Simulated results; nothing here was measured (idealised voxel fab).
Process module, titled voxel lift off
This is section cut - it's 175 nm across, gridded in 5 nm square cells.
Just so we're on the same page, the cross-sections are grids of square cells, and they're listed out in bands top to bottom, each band one or more rows deep.
First you get the band's top height and its bottom height, in nm, and then the materials it's made of, left to right, with each width in nm. If you see a single material with "full width", that one covers the band edge to edge. "blank" is empty space.
The level at which height equals 0 is the one under which the wafer, as it arrives, is entirely one material. No lower edge exists for the bottom band, which continues downward and is notated as in "top 0, no bottom".
The width entry "30->40" should be interpreted row by row: the top row of cells in the band takes the first number, the bottom row takes the second number, and the change between adjacent rows is uniform throughout.
When a step is marked "no alteration", none of the cells in the cross-section changed during that step.
Each empty space that has no open way to the top and spans at least 8 cells appears under "Voids, fully enclosed" as width x height at distance, the distance counted from the left edge, all in nm.
What comes after the settings on a step's line is commentary from the simulator itself on that step.
The setting "overlay nm" may be written on the line of a step. When the step uses a mask, the value reports how far to the right of the planned place the mask lay, and a negative value reports that it lay to the left.
-- Listed below are the process steps as planned
1 RECEIVE, material Si
2 CONFORMAL_DEP, material SiN, thk nm 10
3 PATTERN, tone open, mask id LINES, material resist, width nm 15, pitch nm 45, thk nm 20, overlay nm 0
4 DIRECTIONAL_DEP, material Ru, thk nm 10
5 STRIP, etch materials resist
6 CONFORMAL_DEP, material SiN, thk nm 5
-- Cross-sectional view of the wafer in its as-received condition, corresponding to the state after step 1
- top 0, no bottom | Si full width
- Voids, fully enclosed: none
-- End-of-module XS, first of two wafers, run as planned
- top 25, bottom 20 | 30 blank; 25 SiN; 20 blank; 25 SiN; 20 blank; 25 SiN; 30 blank
- top 20, bottom 15 | 30 blank; 5 SiN; 15 Ru; 5 SiN; 20 blank; 5 SiN; 15 Ru; 5 SiN; 20 blank; 5 SiN; 15 Ru; 5 SiN; 30 blank
- top 15, bottom 10 | 35 SiN; 15 Ru; 30 SiN; 15 Ru; 30 SiN; 15 Ru; 35 SiN
- top 10, bottom 0 | SiN full width
- top 0, no bottom | Si full width
- Voids, fully enclosed: none
-- second wafer at the end: like start, like plan, one mistake
- top 25, bottom 20 | 30 blank; 30 SiN; 15 blank; 30 SiN; 15 blank; 30 SiN; 25 blank
- top 20, bottom 15 | 30 blank; 5 SiN; 20 Ru; 5 SiN; 15 blank; 5 SiN; 20 Ru; 5 SiN; 15 blank; 5 SiN; 20 Ru; 5 SiN; 25 blank
- top 15, bottom 10 | 35 SiN; 20 Ru; 25 SiN; 20 Ru; 25 SiN; 20 Ru; 30 SiN
- top 10, bottom 0 | SiN full width
- top 0, no bottom | Si full width
- Voids, fully enclosed: none
The mistake made against the process plan was this: it should be noted that step 3 was executed with settings other than those planned, the operation and settings actually applied being PATTERN, tone open, mask id LINES, material resist, width nm 20, pitch nm 45, thk nm 20, overlay nm 0
End of process, cell counts, second wafer against first, materials with more or fewer: Ru +6
